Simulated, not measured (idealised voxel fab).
Process module name: voxel spacer lines
Cross-section cut spans 235 nm and uses square cells 5 nm in size.
Think of the cross-section as a grid of square cells. We describe it in bands, top to bottom, and each band covers one or more rows of those cells. Each band's line starts with the height of the band's top and of its bottom, in nm. Then come its materials from left to right, each with its width in nm. One material with "full width" fills the band from edge to edge. "air" is empty space. We count height from 0. Below that, the starting wafer is all one material. The lowest band never ends at the bottom but goes on down; see "0..down" for how that is written. So if you see something like "30 to 40" for the width, read it as the top row of the band sitting at the first number and the bottom row at the second, with every row in between moving by the same amount as the last. Where a step carries "remained unchanged", the cross-section came out of it unchanged, cell for cell. "Trapped cavities": sealed empty spaces, 8 cells or more, no open way to top, listed width x height at distance, with distance from the left edge and width, height and distance in nm. Step line, after settings: the simulator's comment on this step. overlay nm: mask offset rightward from planned place, masked step; negative means leftward offset.
### The process steps that were planned are listed below
1 RECEIVE | material Si
2 CONFORMAL_DEP | material SiO2 | thk nm 5
3 DIRECTIONAL_DEP | material TiN | thk nm 20
4 DIRECTIONAL_DEP | material aC | thk nm 20
5 PATTERN | tone cover | mask id MANDREL | material resist | width nm 15 | pitch nm 60 | thk nm 25 | overlay nm 0
6 DIRECTIONAL_ETCH | etch materials aC | depth nm 20
7 STRIP | etch materials resist
8 CONFORMAL_DEP | material SiN | thk nm 15
9 DIRECTIONAL_ETCH | etch materials SiN | depth nm 15
10 STRIP | etch materials aC
11 DIRECTIONAL_ETCH | etch materials TiN | depth nm 20
12 STRIP | etch materials SiN
13 FILL_DEP | material SiO2 | thk nm 5
14 CMP | height nm 25
### First of two wafers - as planned
### Cross-section, incoming material, after step 1
0..down = Si full width
Trapped cavities: none
### After step 2, in cross-section
5..0 = SiO2 full width
Beneath the level 0, the cross-section is identical to its previous state.
### After step 3, in cross-section
25..5 = TiN full width
Beneath the level 5, the cross-section is identical to its previous state.
### After step 4, in cross-section
45..25 = aC full width
Beneath the level 25, the cross-section is identical to its previous state.
### After step 5, in cross-section
70..45 = air 80 nm / resist 15 nm / air 45 nm / resist 15 nm / air 80 nm
Beneath the level 45, the cross-section is identical to its previous state.
### After step 6, in cross-section
50..45 = air 80 nm / resist 15 nm / air 45 nm / resist 15 nm / air 80 nm
45..25 = air 80 nm / aC 15 nm / air 45 nm / aC 15 nm / air 80 nm
Beneath the level 25, the cross-section is identical to its previous state.
### After step 7, in cross-section
45..25 = air 80 nm / aC 15 nm / air 45 nm / aC 15 nm / air 80 nm
Beneath the level 25, the cross-section is identical to its previous state.
### After step 8, in cross-section
60..45 = air 65 nm / SiN 45 nm / air 15 nm / SiN 45 nm / air 65 nm
45..40 = air 65 nm / SiN 15 nm / aC 15 nm / SiN 15 nm / air 15 nm / SiN 15 nm / aC 15 nm / SiN 15 nm / air 65 nm
40..25 = SiN 80 nm / aC 15 nm / SiN 45 nm / aC 15 nm / SiN 80 nm
Beneath the level 25, the cross-section is identical to its previous state.
### After step 9, in cross-section
45..25 = air 65 nm / SiN 15 nm / aC 15 nm / SiN 15 nm / air 15 nm / SiN 15 nm / aC 15 nm / SiN 15 nm / air 65 nm
Beneath the level 25, the cross-section is identical to its previous state.
### After step 10, in cross-section
45..25 = air 65 nm / SiN 15 nm / air 15 nm / SiN 15 nm / air 15 nm / SiN 15 nm / air 15 nm / SiN 15 nm / air 65 nm
Beneath the level 25, the cross-section is identical to its previous state.
### After step 11, in cross-section
45..25 = air 65 nm / SiN 15 nm / air 15 nm / SiN 15 nm / air 15 nm / SiN 15 nm / air 15 nm / SiN 15 nm / air 65 nm
25..5 = air 65 nm / TiN 15 nm / air 15 nm / TiN 15 nm / air 15 nm / TiN 15 nm / air 15 nm / TiN 15 nm / air 65 nm
Beneath the level 5, the cross-section is identical to its previous state.
### After step 12, in cross-section
25..5 = air 65 nm / TiN 15 nm / air 15 nm / TiN 15 nm / air 15 nm / TiN 15 nm / air 15 nm / TiN 15 nm / air 65 nm
Beneath the level 5, the cross-section is identical to its previous state.
### After step 13, in cross-section
30..25 = SiO2 full width
25..5 = SiO2 65 nm / TiN 15 nm / SiO2 15 nm / TiN 15 nm / SiO2 15 nm / TiN 15 nm / SiO2 15 nm / TiN 15 nm / SiO2 65 nm
Beneath the level 5, the cross-section is identical to its previous state.
### After step 14, in cross-section
25..5 = SiO2 65 nm / TiN 15 nm / SiO2 15 nm / TiN 15 nm / SiO2 15 nm / TiN 15 nm / SiO2 15 nm / TiN 15 nm / SiO2 65 nm
Beneath the level 5, the cross-section is identical to its previous state.
### The remaining wafer, second of the two, started like the first and was run to the same plan, except that one mistake was made along the way; the two coincide through step 1, inclusive
### Second wafer, sectioned view, at step 2's planned end time
20..0 = TiN full width
Beneath the level 0, the cross-section is identical to its previous state.
### Second wafer, sectioned view, at step 3's planned end time
25..20 = SiO2 full width
Beneath the level 20, the cross-section is identical to its previous state.
### Second wafer, sectioned view, at step 4's planned end time
45..25 = aC full width
Beneath the level 25, the cross-section is identical to its previous state.
### Second wafer, sectioned view, at step 5's planned end time
70..45 = air 80 nm / resist 15 nm / air 45 nm / resist 15 nm / air 80 nm
Beneath the level 45, the cross-section is identical to its previous state.
### Second wafer, sectioned view, at step 6's planned end time
50..45 = air 80 nm / resist 15 nm / air 45 nm / resist 15 nm / air 80 nm
45..25 = air 80 nm / aC 15 nm / air 45 nm / aC 15 nm / air 80 nm
Beneath the level 25, the cross-section is identical to its previous state.
### Second wafer, sectioned view, at step 7's planned end time
45..25 = air 80 nm / aC 15 nm / air 45 nm / aC 15 nm / air 80 nm
Beneath the level 25, the cross-section is identical to its previous state.
### Second wafer, sectioned view, at step 8's planned end time
60..45 = air 65 nm / SiN 45 nm / air 15 nm / SiN 45 nm / air 65 nm
45..40 = air 65 nm / SiN 15 nm / aC 15 nm / SiN 15 nm / air 15 nm / SiN 15 nm / aC 15 nm / SiN 15 nm / air 65 nm
40..25 = SiN 80 nm / aC 15 nm / SiN 45 nm / aC 15 nm / SiN 80 nm
Beneath the level 25, the cross-section is identical to its previous state.
### Second wafer, sectioned view, at step 9's planned end time
45..25 = air 65 nm / SiN 15 nm / aC 15 nm / SiN 15 nm / air 15 nm / SiN 15 nm / aC 15 nm / SiN 15 nm / air 65 nm
Beneath the level 25, the cross-section is identical to its previous state.
### Second wafer, sectioned view, at step 10's planned end time
45..25 = air 65 nm / SiN 15 nm / air 15 nm / SiN 15 nm / air 15 nm / SiN 15 nm / air 15 nm / SiN 15 nm / air 65 nm
Beneath the level 25, the cross-section is identical to its previous state.
Second wafer, sectioned view, at step 11's planned end time: remained unchanged
### Second wafer, sectioned view, at step 12's planned end time
25..20 = SiO2 full width
Beneath the level 20, the cross-section is identical to its previous state.
### Second wafer, sectioned view, at step 13's planned end time
30..20 = SiO2 full width
Beneath the level 20, the cross-section is identical to its previous state.
### Second wafer, sectioned view, at step 14's planned end time
25..20 = SiO2 full width
Beneath the level 20, the cross-section is identical to its previous state.
What was the processing mistake? so 2 and 3 got swapped relative to the plan, each ran where the other was supposed to
Counted in cells at the end, the second wafer holds more or fewer of these materials than the first: SiO2: 140 fewer | TiN: 140 more
